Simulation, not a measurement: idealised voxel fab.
voxel released beams: a process module
In the cross-section labelled cut, the width is 185 nm and each square cell is 5 nm.
How to read a cross-section here: the picture is a grid of square cells, written as bands going from the top down, and any band can span one or more rows of cells.
In this notation a band is specified by the heights of its top and bottom, in that order and in nm, after which its materials appear from left to right, each paired with its width in nm. The word "everywhere" attached to a single material means that material fills the band from edge to edge; the word "empty" stands for empty space.
Height reference: 0 = level under which incoming wafer is all one material. Lowest band: no bottom, runs on downward, e.g. "from 0 down".
A width given as "30 to 40" starts at the first number in the band's top row and ends at the second number in its bottom row, shifting by an equal amount at every step from row to row.
The cross-section has no changed cell in any step marked "no alteration".
Look at "Fully enclosed voids" for the closed voids: empty spaces with no open path to the top, sized 8 cells or up. Each is width x height at distance, distance from the left edge, all nm.
On each step's line, the part that comes after the settings is the simulator's own comment on the step.
If you see "overlay nm" on a step's line and that step has a mask, it's telling you how far right of where it was planned the mask ended up; a negative number means it went left instead.
THE PLANNED PROCESS STEPS ARE ENUMERATED HEREUNDER
1. RECEIVE with material Si
2. CONFORMAL_DEP with material Al2O3, thk nm 5
3. DIRECTIONAL_DEP with material SiO2, thk nm 20
4. MASKED_ETCH with tone open, mask id ANCHOR, width nm 25, etch materials SiO2, depth nm 20, overlay nm 0
5. CONFORMAL_DEP with material SiN, thk nm 10
6. DIRECTIONAL_DEP with material aC, thk nm 15
7. PATTERN with tone cover, mask id BEAM, material resist, width nm 110, thk nm 35, overlay nm 0
8. DIRECTIONAL_ETCH with etch materials aC, depth nm 15
9. STRIP with etch materials resist
10. DIRECTIONAL_ETCH with etch materials SiN, depth nm 10
11. STRIP with etch materials aC
12. STRIP with etch materials SiO2
WHAT FOLLOWS COVERS THE FIRST OF TWO WAFERS; IT RAN AS PLANNED
THIS IS THE CROSS-SECTION OF THE WAFER AS WE RECEIVED IT, I.E. AFTER STEP 1
* from 0 down | Si everywhere
* Fully enclosed voids: none
CROSS-SECTIONAL REPRESENTATION OF THE WAFER AT THE CONCLUSION OF STEP 2
* from 5 to 0 | Al2O3 everywhere
* Note: structure below 0 unchanged.
CROSS-SECTIONAL REPRESENTATION OF THE WAFER AT THE CONCLUSION OF STEP 3
* from 25 to 5 | SiO2 everywhere
* Note: structure below 5 unchanged.
CROSS-SECTIONAL REPRESENTATION OF THE WAFER AT THE CONCLUSION OF STEP 4
* from 25 to 5 | SiO2 40; empty 25; SiO2 120
* Note: structure below 5 unchanged.
CROSS-SECTIONAL REPRESENTATION OF THE WAFER AT THE CONCLUSION OF STEP 5
* from 35 to 25 | SiN 50; empty 5; SiN 130
* from 25 to 15 | SiO2 40; SiN 10; empty 5; SiN 10; SiO2 120
* from 15 to 5 | SiO2 40; SiN 25; SiO2 120
* Note: structure below 5 unchanged.
CROSS-SECTIONAL REPRESENTATION OF THE WAFER AT THE CONCLUSION OF STEP 6
* from 50 to 35 | aC 50; empty 5; aC 130
* from 35 to 30 | SiN 50; empty 5; SiN 130
* from 30 to 25 | SiN 50; aC 5; SiN 130
* from 25 to 15 | SiO2 40; SiN 10; aC 5; SiN 10; SiO2 120
* Note: structure below 15 unchanged.
CROSS-SECTIONAL REPRESENTATION OF THE WAFER AT THE CONCLUSION OF STEP 7
* from 85 to 50 | empty 35; resist 110; empty 40
* from 50 to 35 | aC 50; resist 5; aC 130
* from 35 to 30 | SiN 50; resist 5; SiN 130
* Note: structure below 30 unchanged.
CROSS-SECTIONAL REPRESENTATION OF THE WAFER AT THE CONCLUSION OF STEP 8
* from 70 to 50 | empty 35; resist 110; empty 40
* from 50 to 35 | empty 35; aC 15; resist 5; aC 90; empty 40
* Note: structure below 35 unchanged.
CROSS-SECTIONAL REPRESENTATION OF THE WAFER AT THE CONCLUSION OF STEP 9
* from 50 to 35 | empty 35; aC 15; empty 5; aC 90; empty 40
* from 35 to 30 | SiN 50; empty 5; SiN 130
* Note: structure below 30 unchanged.
CROSS-SECTIONAL REPRESENTATION OF THE WAFER AT THE CONCLUSION OF STEP 10
* from 50 to 35 | empty 35; aC 15; empty 5; aC 90; empty 40
* from 35 to 30 | empty 35; SiN 15; empty 5; SiN 90; empty 40
* from 30 to 25 | empty 35; SiN 15; aC 5; SiN 90; empty 40
* Note: structure below 25 unchanged.
CROSS-SECTIONAL REPRESENTATION OF THE WAFER AT THE CONCLUSION OF STEP 11
* from 35 to 25 | empty 35; SiN 15; empty 5; SiN 90; empty 40
* from 25 to 15 | SiO2 40; SiN 10; empty 5; SiN 10; SiO2 120
* Note: structure below 15 unchanged.
CROSS-SECTIONAL REPRESENTATION OF THE WAFER AT THE CONCLUSION OF STEP 12
* from 35 to 25 | empty 35; SiN 15; empty 5; SiN 90; empty 40
* from 25 to 15 | empty 40; SiN 10; empty 5; SiN 10; empty 120
* from 15 to 5 | empty 40; SiN 25; empty 120
* Note: structure below 5 unchanged.
WHAT FOLLOWS CONCERNS THE SECOND WAFER, WHICH STARTED OUT LIKE THE FIRST AND WAS MEANT TO FOLLOW THE VERY SAME PLAN; ONE MISTAKE CREPT IN WHEN IT WAS RUN, BUT EVERYTHING UP TO AND INCLUDING STEP 1 IS THE SAME AS FOR THE FIRST WAFER
THE SECOND WAFER IN CROSS-SECTION, AT THE PLANNED CLOSE OF STEP 2
* from 20 to 0 | SiO2 everywhere
* Note: structure below 0 unchanged.
THE SECOND WAFER IN CROSS-SECTION, AT THE PLANNED CLOSE OF STEP 3
* from 25 to 20 | Al2O3 everywhere
* Note: structure below 20 unchanged.
The second wafer in cross-section, at the planned close of step 4: no alteration
THE SECOND WAFER IN CROSS-SECTION, AT THE PLANNED CLOSE OF STEP 5
* from 35 to 25 | SiN everywhere
* Note: structure below 25 unchanged.
THE SECOND WAFER IN CROSS-SECTION, AT THE PLANNED CLOSE OF STEP 6
* from 50 to 35 | aC everywhere
* Note: structure below 35 unchanged.
THE SECOND WAFER IN CROSS-SECTION, AT THE PLANNED CLOSE OF STEP 7
* from 85 to 50 | empty 35; resist 110; empty 40
* Note: structure below 50 unchanged.
THE SECOND WAFER IN CROSS-SECTION, AT THE PLANNED CLOSE OF STEP 8
* from 70 to 50 | empty 35; resist 110; empty 40
* from 50 to 35 | empty 35; aC 110; empty 40
* Note: structure below 35 unchanged.
THE SECOND WAFER IN CROSS-SECTION, AT THE PLANNED CLOSE OF STEP 9
* from 50 to 35 | empty 35; aC 110; empty 40
* Note: structure below 35 unchanged.
THE SECOND WAFER IN CROSS-SECTION, AT THE PLANNED CLOSE OF STEP 10
* from 50 to 35 | empty 35; aC 110; empty 40
* from 35 to 25 | empty 35; SiN 110; empty 40
* Note: structure below 25 unchanged.
THE SECOND WAFER IN CROSS-SECTION, AT THE PLANNED CLOSE OF STEP 11
* from 35 to 25 | empty 35; SiN 110; empty 40
* Note: structure below 25 unchanged.
The second wafer in cross-section, at the planned close of step 12: no alteration
Error vs. plan: the processing plan was not followed for steps 2 and 3, which were run with their positions exchanged
Looking at both finished wafers in cells, the second ends up ahead of or behind the first on some materials: 16 fewer of SiN | 148 more of SiO2
